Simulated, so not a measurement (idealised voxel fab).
process module | voxel released beams
cross-section cut | 250 nm wide | cells 5 nm
A cross-section is a grid of square cells, given in bands from the top down. A band is one or more rows of cells.
Each band's line starts with the height of the band's top and of its bottom, in nm. Then come its materials from left to right, each with its width in nm. One material with "throughout" fills the band from edge to edge. "air" is empty space.
Height 0 is the level under which the wafer as received is all one material. The lowest band goes on downwards, as in "0 down".
A width such as "30 to 40" changes by the same amount from each row of cells to the next, from the band's top row to its bottom row.
"no change" after a step means that no cell of the cross-section changed.
closed voids: empty space of 8 cells or more with no open way to the top, each as width x height at its distance from the left edge, in nm
after a step's settings: what the simulator itself notes on the step
overlay nm, on a step with a mask: how far to the right of its planned place the mask lay; to the left if negative
Each pair below shows a cross-section before one step and the cross-section after it, down to the lowest band that changed. The line under each pair gives the step between them, with its settings. The pairs can come from different runs of this module on the same starting wafer, so a pair continues from the pair above only where its "before" says so.
before
  0 down: Si throughout
  closed voids: none
after
  5 to 0: Al2O3 throughout
  below 0: unchanged
  closed voids: none
the step between: op CONFORMAL_DEP | material Al2O3 | thk nm 5
before: the cross-section after the pair above
after
  15 to 5: SiO2 throughout
  below 5: unchanged
  closed voids: none
the step between: op DIRECTIONAL_DEP | material SiO2 | thk nm 10
before: the cross-section after the pair above
after
  30 to 15: resist 75 | air 30 | resist 145
  below 15: unchanged
  closed voids: none
the step between: op PATTERN | tone open | mask id ANCHOR | material resist | width nm 30 | thk nm 15 | overlay nm 0
before: the cross-section after the pair above
after
  30 to 15: resist 75 | air 30 | resist 145
  15 to 5: SiO2 75 | air 30 | SiO2 145
  below 5: unchanged
  closed voids: none
the step between: op DIRECTIONAL_ETCH | etch materials SiO2 | depth nm 10
before: the cross-section after the pair above
after
  15 to 5: SiO2 75 | air 30 | SiO2 145
  below 5: unchanged
  closed voids: none
the step between: op STRIP | etch materials resist
before: the cross-section after the pair above
after
  25 to 15: SiN 85 | air 10 | SiN 155
  15 to 5: SiO2 75 | SiN 30 | SiO2 145
  below 5: unchanged
  closed voids: none
the step between: op CONFORMAL_DEP | material SiN | thk nm 10
before: the cross-section after the pair above
after
  40 to 25: air 70 | resist 100 | air 80
  25 to 15: SiN 85 | resist 10 | SiN 155
  below 15: unchanged
  closed voids: none
the step between: op PATTERN | tone cover | mask id BEAM | material resist | width nm 100 | thk nm 15 | overlay nm 0
before: the cross-section after the pair above
after
  40 to 25: air 70 | resist 100 | air 80
  25 to 15: air 70 | SiN 15 | resist 10 | SiN 75 | air 80
  below 15: unchanged
  closed voids: none
the step between: op DIRECTIONAL_ETCH | etch materials SiN | depth nm 10
before: the cross-section after the pair above
after
  25 to 15: air 70 | SiN 15 | air 10 | SiN 75 | air 80
  below 15: unchanged
  closed voids: none
the step between: op STRIP | etch materials resist
before: the cross-section after the pair above
after
  25 to 15: air 70 | SiN 15 | air 10 | SiN 75 | air 80
  15 to 5: air 75 | SiN 30 | air 145
  below 5: unchanged
  closed voids: none
the step between: op STRIP | etch materials SiO2
before
  0 down: Si throughout
  closed voids: none
after
  10 to 0: SiO2 throughout
  below 0: unchanged
  closed voids: none
the step between: op DIRECTIONAL_DEP | material SiO2 | thk nm 10
before: the cross-section after the pair above
after
  25 to 10: resist 75 | air 30 | resist 145
  below 10: unchanged
  closed voids: none
the step between: op PATTERN | tone open | mask id ANCHOR | material resist | width nm 30 | thk nm 15 | overlay nm 0
before: the cross-section after the pair above
after
  25 to 10: resist 75 | air 30 | resist 145
  10 to 0: SiO2 75 | air 30 | SiO2 145
  below 0: unchanged
  closed voids: none
the step between: op DIRECTIONAL_ETCH | etch materials SiO2 | depth nm 10
before: the cross-section after the pair above
after
  10 to 0: SiO2 75 | air 30 | SiO2 145
  below 0: unchanged
  closed voids: none
the step between: op STRIP | etch materials resist
before: the cross-section after the pair above
after
  20 to 10: SiN 85 | air 10 | SiN 155
  10 to 0: SiO2 75 | SiN 30 | SiO2 145
  below 0: unchanged
  closed voids: none
the step between: op CONFORMAL_DEP | material SiN | thk nm 10
before: the cross-section after the pair above
after
  35 to 20: air 70 | resist 100 | air 80
  20 to 10: SiN 85 | resist 10 | SiN 155
  below 10: unchanged
  closed voids: none
the step between: op PATTERN | tone cover | mask id BEAM | material resist | width nm 100 | thk nm 15 | overlay nm 0
before: the cross-section after the pair above
after
  35 to 20: air 70 | resist 100 | air 80
  20 to 10: air 70 | SiN 15 | resist 10 | SiN 75 | air 80
  below 10: unchanged
  closed voids: none
the step between: op DIRECTIONAL_ETCH | etch materials SiN | depth nm 10
before: the cross-section after the pair above
after
  20 to 10: air 70 | SiN 15 | air 10 | SiN 75 | air 80
  below 10: unchanged
  closed voids: none
the step between: op STRIP | etch materials resist
before: the cross-section after the pair above
after
  20 to 10: air 70 | SiN 15 | air 10 | SiN 75 | air 80
  10 to 0: air 75 | SiN 30 | air 145
  below 0: unchanged
  closed voids: none
the step between: op STRIP | etch materials SiO2
before
  10 to 0: SiO2 throughout
  0 down: Si throughout
  closed voids: none
after
  15 to 10: Al2O3 throughout
  below 10: unchanged
  closed voids: none
the step between: op CONFORMAL_DEP | material Al2O3 | thk nm 5
before: the cross-section after the pair above
after
  30 to 15: resist 75 | air 30 | resist 145
  below 15: unchanged
  closed voids: none
the step between: op PATTERN | tone open | mask id ANCHOR | material resist | width nm 30 | thk nm 15 | overlay nm 0
before: the cross-section after the pair above
after
  15 to 10: Al2O3 throughout
  below 10: unchanged
  closed voids: none
the step between: op STRIP | etch materials resist
before: the cross-section after the pair above
after
  25 to 15: SiN throughout
  below 15: unchanged
  closed voids: none
the step between: op CONFORMAL_DEP | material SiN | thk nm 10
before: the cross-section after the pair above
after
  40 to 25: air 70 | resist 100 | air 80
  below 25: unchanged
  closed voids: none
the step between: op PATTERN | tone cover | mask id BEAM | material resist | width nm 100 | thk nm 15 | overlay nm 0
before: the cross-section after the pair above
after
  40 to 25: air 70 | resist 100 | air 80
  25 to 15: air 70 | SiN 100 | air 80
  below 15: unchanged
  closed voids: none
the step between: op DIRECTIONAL_ETCH | etch materials SiN | depth nm 10
before: the cross-section after the pair above
after
  25 to 15: air 70 | SiN 100 | air 80
  below 15: unchanged
  closed voids: none
the step between: op STRIP | etch materials resist
before
  5 to 0: Al2O3 throughout
  0 down: Si throughout
  closed voids: none
after
  10 to 5: SiO2 throughout
  below 5: unchanged
  closed voids: none
the step between: op DIRECTIONAL_DEP | material SiO2 | thk nm 5
before: the cross-section after the pair above
after
  25 to 10: resist 75 | air 30 | resist 145
  below 10: unchanged
  closed voids: none
the step between: op PATTERN | tone open | mask id ANCHOR | material resist | width nm 30 | thk nm 15 | overlay nm 0
before: the cross-section after the pair above
after
  25 to 10: resist 75 | air 30 | resist 145
  10 to 5: SiO2 75 | air 30 | SiO2 145
  below 5: unchanged
  closed voids: none
the step between: op DIRECTIONAL_ETCH | etch materials SiO2 | depth nm 10
before: the cross-section after the pair above
after
  10 to 5: SiO2 75 | air 30 | SiO2 145
  below 5: unchanged
  closed voids: none
the step between: op STRIP | etch materials resist
before: the cross-section after the pair above
after
  20 to 15: SiN 85 | air 10 | SiN 155
  15 to 10: SiN throughout
  10 to 5: SiO2 75 | SiN 30 | SiO2 145
  below 5: unchanged
  closed voids: none
the step between: op CONFORMAL_DEP | material SiN | thk nm 10
before: the cross-section after the pair above
after
  35 to 20: air 70 | resist 100 | air 80
  20 to 15: SiN 85 | resist 10 | SiN 155
  below 15: unchanged
  closed voids: none
the step between: op PATTERN | tone cover | mask id BEAM | material resist | width nm 100 | thk nm 15 | overlay nm 0
before: the cross-section after the pair above
after
  35 to 20: air 70 | resist 100 | air 80
  20 to 15: air 70 | SiN 15 | resist 10 | SiN 75 | air 80
  15 to 10: air 70 | SiN 100 | air 80
  below 10: unchanged
  closed voids: none
the step between: op DIRECTIONAL_ETCH | etch materials SiN | depth nm 10
before: the cross-section after the pair above
after
  20 to 15: air 70 | SiN 15 | air 10 | SiN 75 | air 80
  below 15: unchanged
  closed voids: none
the step between: op STRIP | etch materials resist
before: the cross-section after the pair above
after
  20 to 15: air 70 | SiN 15 | air 10 | SiN 75 | air 80
  15 to 5: air 70 to 75 | SiN 100 to 30 | air 80 to 145
  below 5: unchanged
  closed voids: none
the step between: op STRIP | etch materials SiO2
before
  25 to 15: SiN 85 | air 10 | SiN 155
  15 to 5: SiO2 75 | SiN 30 | SiO2 145
  5 to 0: Al2O3 throughout
  0 down: Si throughout
  closed voids: none
after
  40 to 25: air 75 | resist 90 | air 85
  25 to 15: SiN 85 | resist 10 | SiN 155
  below 15: unchanged
  closed voids: none
the step between: op PATTERN | tone cover | mask id BEAM | material resist | width nm 90 | thk nm 15 | overlay nm 0
before: the cross-section after the pair above
after
  40 to 25: air 75 | resist 90 | air 85
  25 to 15: air 75 | SiN 10 | resist 10 | SiN 70 | air 85
  below 15: unchanged
  closed voids: none
the step between: op DIRECTIONAL_ETCH | etch materials SiN | depth nm 10
before: the cross-section after the pair above
after
  25 to 15: air 75 | SiN 10 | air 10 | SiN 70 | air 85
  below 15: unchanged
  closed voids: none
the step between: op STRIP | etch materials resist
before: the cross-section after the pair above
after
  25 to 15: air 75 | SiN 10 | air 10 | SiN 70 | air 85
  15 to 5: air 75 | SiN 30 | air 145
  below 5: unchanged
  closed voids: none
the step between: op STRIP | etch materials SiO2
before
  25 to 15: SiN 85 | air 10 | SiN 155
  15 to 5: SiO2 75 | SiN 30 | SiO2 145
  5 to 0: Al2O3 throughout
  0 down: Si throughout
  closed voids: none
after
  40 to 25: air 65 | resist 100 | air 85
  25 to 15: SiN 85 | resist 10 | SiN 155
  below 15: unchanged
  closed voids: none
the step between: op PATTERN | tone cover | mask id BEAM | material resist | width nm 100 | thk nm 15 | overlay nm -5
before: the cross-section after the pair above
after
  40 to 25: air 65 | resist 100 | air 85
  25 to 15: air 65 | SiN 20 | resist 10 | SiN 70 | air 85
  below 15: unchanged
  closed voids: none
the step between: op DIRECTIONAL_ETCH | etch materials SiN | depth nm 10
before: the cross-section after the pair above
after
  25 to 15: air 65 | SiN 20 | air 10 | SiN 70 | air 85
  below 15: unchanged
  closed voids: none
the step between: op STRIP | etch materials resist
before: the cross-section after the pair above
after
  25 to 15: air 65 | SiN 20 | air 10 | SiN 70 | air 85
  15 to 5: air 75 | SiN 30 | air 145
  below 5: unchanged
  closed voids: none
the step between: op STRIP | etch materials SiO2
before
  5 to 0: Al2O3 throughout
  0 down: Si throughout
  closed voids: none
after
  15 to 5: SiN throughout
  below 5: unchanged
  closed voids: none
the step between: op DIRECTIONAL_DEP | material SiN | thk nm 10
before: the cross-section after the pair above
after
  30 to 15: resist 75 | air 30 | resist 145
  below 15: unchanged
  closed voids: none
the step between: op PATTERN | tone open | mask id ANCHOR | material resist | width nm 30 | thk nm 15 | overlay nm 0
before: the cross-section after the pair above
after
  15 to 5: SiN throughout
  below 5: unchanged
  closed voids: none
the step between: op STRIP | etch materials resist
before: the cross-section after the pair above
after
  25 to 5: SiN throughout
  below 5: unchanged
  closed voids: none
the step between: op CONFORMAL_DEP | material SiN | thk nm 10
before: the cross-section after the pair above
after
  40 to 25: air 70 | resist 100 | air 80
  below 25: unchanged
  closed voids: none
the step between: op PATTERN | tone cover | mask id BEAM | material resist | width nm 100 | thk nm 15 | overlay nm 0
before: the cross-section after the pair above
after
  40 to 25: air 70 | resist 100 | air 80
  25 to 15: air 70 | SiN 100 | air 80
  below 15: unchanged
  closed voids: none
the step between: op DIRECTIONAL_ETCH | etch materials SiN | depth nm 10
before: the cross-section after the pair above
after
  25 to 15: air 70 | SiN 100 | air 80
  below 15: unchanged
  closed voids: none
the step between: op STRIP | etch materials resist
before
  15 to 5: SiO2 throughout
  5 to 0: Al2O3 throughout
  0 down: Si throughout
  closed voids: none
after
  30 to 15: air 75 | resist 30 | air 145
  below 15: unchanged
  closed voids: none
the step between: op PATTERN | tone cover | mask id ANCHOR | material resist | width nm 30 | thk nm 15 | overlay nm 0
before: the cross-section after the pair above
after
  30 to 15: air 75 | resist 30 | air 145
  15 to 5: air 75 | SiO2 30 | air 145
  below 5: unchanged
  closed voids: none
the step between: op DIRECTIONAL_ETCH | etch materials SiO2 | depth nm 10
before: the cross-section after the pair above
after
  15 to 5: air 75 | SiO2 30 | air 145
  below 5: unchanged
  closed voids: none
the step between: op STRIP | etch materials resist
before: the cross-section after the pair above
after
  25 to 15: air 65 | SiN 50 | air 135
  15 to 5: SiN 75 | SiO2 30 | SiN 145
  below 5: unchanged
  closed voids: none
the step between: op CONFORMAL_DEP | material SiN | thk nm 10
before: the cross-section after the pair above
after
  40 to 25: air 70 | resist 100 | air 80
  25 to 15: air 65 | SiN 50 | resist 55 | air 80
  below 15: unchanged
  closed voids: none
the step between: op PATTERN | tone cover | mask id BEAM | material resist | width nm 100 | thk nm 15 | overlay nm 0
before: the cross-section after the pair above
after
  40 to 25: air 70 | resist 100 | air 80
  25 to 15: air 70 | SiN 45 | resist 55 | air 80
  15 to 5: air 65 | SiN 10 | SiO2 30 | SiN 65 | air 80
  below 5: unchanged
  closed voids: none
the step between: op DIRECTIONAL_ETCH | etch materials SiN | depth nm 10
before: the cross-section after the pair above
after
  25 to 15: air 70 | SiN 45 | air 135
  below 15: unchanged
  closed voids: none
the step between: op STRIP | etch materials resist
